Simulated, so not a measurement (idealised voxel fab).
The following is a process module called voxel ribs on slabs.
Xsec cut, 275 nm wide, square cell size 5 nm.
Cross-section layout: square cells on a grid; listed as bands, top to bottom; a band spans one or more cell rows. A band entry consists of two parts. The first gives the height of the band's top and the height of its bottom, in nm. The rest lists the band's materials from left to right, each with its width in nm. A single material labelled with the word "full width" fills the band from edge to edge, and the word "empty" marks empty space. Height reference: 0 = level under which incoming wafer is all one material. Lowest band: no bottom, runs on downward, e.g. "0 down". Note: "30..40" means the width goes from the first number (top row of the band) to the second number (bottom row) in equal steps per row of cells. "no modifications" for a step: no cell of the cross-section changed in that step. Empty spaces counting at least 8 cells and having no open way to the top are listed in "closed voids". The notation width x height at distance is used for each, the distance being from the left edge and all three values in nm. Step line, after settings: the simulator's comment on this step. The line of a step may include "overlay nm". On a step with a mask, this value is how far to the right of its planned place the mask lay. A negative value means the mask lay to the left.
INTENDED PROCESS STEPS
1) RECEIVE, material Si
2) DIRECTIONAL_DEP, material SiO2, thk nm 20
3) DIRECTIONAL_DEP, material polySi, thk nm 15
4) MASKED_ETCH, tone cover, mask id RIB, width nm 15, etch materials polySi, depth nm 5, overlay nm 0
5) PATTERN, tone cover, mask id SLAB, material resist, width nm 45, thk nm 20, overlay nm 0
6) DIRECTIONAL_ETCH, etch materials polySi, depth nm 10
7) STRIP, etch materials resist
8) FILL_DEP, material SiO2, thk nm 25
9) CMP, height nm 55
10) DIRECTIONAL_DEP, material W, thk nm 10
11) MASKED_ETCH, tone cover, mask id HEATER, width nm 25, etch materials W, depth nm 10, overlay nm 0
12) CONFORMAL_DEP, material SiO2, thk nm 5
FIRST OF THE TWO WAFERS, RUN PER PLAN
CROSS-SECTION OF THE INCOMING WAFER, STATE AFTER STEP 1
    0 down | Si full width
    closed voids: none
TAKE A LOOK AT THE WAFER'S CROSS-SECTION AFTER STEP 2
    20 to 0 | SiO2 full width
    For the remainder of the cross-section, below 0, there is no change.
TAKE A LOOK AT THE WAFER'S CROSS-SECTION AFTER STEP 3
    35 to 20 | polySi full width
    For the remainder of the cross-section, below 20, there is no change.
TAKE A LOOK AT THE WAFER'S CROSS-SECTION AFTER STEP 4
    35 to 30 | empty (130), polySi (15), empty (130)
    For the remainder of the cross-section, below 30, there is no change.
TAKE A LOOK AT THE WAFER'S CROSS-SECTION AFTER STEP 5
    55 to 35 | empty (115), resist (45), empty (115)
    35 to 30 | empty (115), resist (15), polySi (15), resist (15), empty (115)
    For the remainder of the cross-section, below 30, there is no change.
TAKE A LOOK AT THE WAFER'S CROSS-SECTION AFTER STEP 6
    55 to 35 | empty (115), resist (45), empty (115)
    35 to 30 | empty (115), resist (15), polySi (15), resist (15), empty (115)
    30 to 20 | empty (115), polySi (45), empty (115)
    For the remainder of the cross-section, below 20, there is no change.
TAKE A LOOK AT THE WAFER'S CROSS-SECTION AFTER STEP 7
    35 to 30 | empty (130), polySi (15), empty (130)
    For the remainder of the cross-section, below 30, there is no change.
TAKE A LOOK AT THE WAFER'S CROSS-SECTION AFTER STEP 8
    60 to 35 | SiO2 full width
    35 to 30 | SiO2 (130), polySi (15), SiO2 (130)
    30 to 20 | SiO2 (115), polySi (45), SiO2 (115)
    For the remainder of the cross-section, below 20, there is no change.
TAKE A LOOK AT THE WAFER'S CROSS-SECTION AFTER STEP 9
    55 to 35 | SiO2 full width
    For the remainder of the cross-section, below 35, there is no change.
TAKE A LOOK AT THE WAFER'S CROSS-SECTION AFTER STEP 10
    65 to 55 | W full width
    For the remainder of the cross-section, below 55, there is no change.
TAKE A LOOK AT THE WAFER'S CROSS-SECTION AFTER STEP 11
    65 to 55 | empty (125), W (25), empty (125)
    For the remainder of the cross-section, below 55, there is no change.
TAKE A LOOK AT THE WAFER'S CROSS-SECTION AFTER STEP 12
    70 to 65 | empty (120), SiO2 (35), empty (120)
    65 to 60 | empty (120), SiO2 (5), W (25), SiO2 (5), empty (120)
    60 to 55 | SiO2 (125), W (25), SiO2 (125)
    For the remainder of the cross-section, below 55, there is no change.
SECOND OF TWO: SAME START, SAME PLAN, ONE RUN ERROR; STEPS UP TO AND INCLUDING 10 MATCH THE FIRST
SECOND WAFER, CROSS-SECTION, PLANNED END OF STEP 11
    65 to 55 | W (125), empty (25), W (125)
    For the remainder of the cross-section, below 55, there is no change.
SECOND WAFER, CROSS-SECTION, PLANNED END OF STEP 12
    70 to 65 | SiO2 (130), empty (15), SiO2 (130)
    65 to 60 | W (125), SiO2 (5), empty (15), SiO2 (5), W (125)
    60 to 55 | W (125), SiO2 (25), W (125)
    For the remainder of the cross-section, below 55, there is no change.
Nonconformance to the process plan: step 11 ran differently from the plan; actual operation with settings: MASKED_ETCH, tone open, mask id HEATER, width nm 25, etch materials W, depth nm 10, overlay nm 0
Upon completion, the second wafer contains, in terms of cells, a greater or smaller amount of certain materials than the first wafer: W +90
